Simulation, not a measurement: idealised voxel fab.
Presented below is a process module, voxel wiring stack.
The cross-section shown here is cut; it is 205 nm wide and divided into square cells measuring 5 nm on a side.
In this document a cross-section is written as a grid of square cells. It is given as a series of bands, listed from the top down, and a band is one or more rows of cells. Top, bottom (nm), then materials left to right with widths (nm); lone material tagged "everywhere" fills the whole band edge to edge; "blank" = empty space. The reference from which all heights are counted is 0, the level beneath which the as-received wafer is entirely one material; the lowest band, having no lower bound, proceeds downward and is written after the example "0 down". Quick explanation for "30..40": the width changes in equal steps down the rows of cells, from the first number in the band's top row to the second number in its bottom row. Key: "all unchanged" - step with no changed cell in the cross-section. Empty spaces without an open route to the top, at least 8 cells in extent, make up the entry "Sealed internal voids"; each is given as width x height at distance, where the distance is measured from the left edge, and all are in nm. If you see something after the settings on a step's line, that's the simulator's own remark about that step. overlay nm, on a step with a mask: how far to the right of its planned place the mask lay; to the left if negative.
So here's the lineup of process steps we planned
1 RECEIVE with material Si
2 CONFORMAL_DEP with material SiO2, thk nm 10
3 CONFORMAL_DEP with material SiN, thk nm 5
4 DIRECTIONAL_DEP with material SiO2, thk nm 20
5 DIRECTIONAL_DEP with material aC, thk nm 15
6 PATTERN with tone open, mask id METAL_1, material resist, width nm 25, pitch nm 50, thk nm 35, overlay nm -15
7 DIRECTIONAL_ETCH with etch materials aC, depth nm 15
8 STRIP with etch materials resist
9 DIRECTIONAL_ETCH with etch materials SiO2, depth nm 20
10 DIRECTIONAL_ETCH with etch materials SiN, depth nm 5
11 STRIP with etch materials aC
12 CONFORMAL_DEP with material TiN, thk nm 5
13 FILL_DEP with material W, thk nm 5
14 CMP with height nm 35
15 EPI with material Ru, thk nm 5
16 FILL_DEP with material SiCN, thk nm 5
17 DIRECTIONAL_DEP with material lowk, thk nm 35
18 MASKED_ETCH with tone open, mask id METAL_2_HOLES, width nm 15, pitch nm 50, etch materials lowk, depth nm 35, overlay nm 0
19 MASKED_ETCH with tone open, mask id METAL_2, width nm 25, pitch nm 50, etch materials lowk, depth nm 20, overlay nm 0
20 MASKED_ETCH with tone open, mask id METAL_2, width nm 25, pitch nm 50, etch materials SiCN, depth nm 5, overlay nm 0
21 CONFORMAL_DEP with material TiN, thk nm 5
22 FILL_DEP with material Cu, thk nm 10
23 CMP with height nm 80
24 CONFORMAL_DEP with material SiCN, thk nm 5
25 DIRECTIONAL_DEP with material SiO2, thk nm 30
26 PATTERN with tone open, mask id METAL_3_HOLES, material resist, width nm 15, pitch nm 50, thk nm 15, overlay nm 0
27 DIRECTIONAL_ETCH with etch materials SiO2, depth nm 30
28 STRIP with etch materials resist
29 DIRECTIONAL_DEP with material aC, thk nm 15
30 PATTERN with tone open, mask id METAL_3, material resist, width nm 25, pitch nm 50, thk nm 35, overlay nm 0
31 DIRECTIONAL_ETCH with etch materials aC, depth nm 15
32 STRIP with etch materials resist
33 DIRECTIONAL_ETCH with etch materials SiO2, depth nm 20
34 DIRECTIONAL_ETCH with etch materials SiCN, depth nm 5
35 STRIP with etch materials aC
36 CONFORMAL_DEP with material TiN, thk nm 5
37 FILL_DEP with material Ru, thk nm 10
38 CMP with height nm 115
39 CONFORMAL_DEP with material SiCN, thk nm 5
Among the wafers covered here, the point of difference is the overlay nm at step 6; their starting state is shared, and the plan presents the value of the first wafer.
Cross-section of the first of several received wafers, showing its state after step 1
* 0 down: Si everywhere
* Sealed internal voids: none
Below: a row per wafer. Contents at end of module: for every material, cells gained since receipt (+) or lost since receipt (-); then closed voids
overlay nm -15 | +39 Cu | +57 Ru | +125 SiCN | +26 SiN | +354 SiO2 | +147 TiN | +36 W | +200 lowk | Sealed internal voids: none
overlay nm -10 | +39 Cu | +57 Ru | +125 SiCN | +26 SiN | +354 SiO2 | +147 TiN | +36 W | +200 lowk | Sealed internal voids: none
overlay nm -5 | +39 Cu | +57 Ru | +125 SiCN | +26 SiN | +354 SiO2 | +147 TiN | +36 W | +200 lowk | Sealed internal voids: none
overlay nm 0 | +39 Cu | +57 Ru | +125 SiCN | +26 SiN | +354 SiO2 | +147 TiN | +36 W | +200 lowk | Sealed internal voids: none
overlay nm 5 | +39 Cu | +57 Ru | +125 SiCN | +26 SiN | +354 SiO2 | +147 TiN | +36 W | +200 lowk | Sealed internal voids: none
overlay nm 10 | +39 Cu | +57 Ru | +125 SiCN | +26 SiN | +354 SiO2 | +147 TiN | +36 W | +200 lowk | Sealed internal voids: none
overlay nm 15 | +39 Cu | +57 Ru | +125 SiCN | +26 SiN | +354 SiO2 | +147 TiN | +36 W | +200 lowk | Sealed internal voids: none
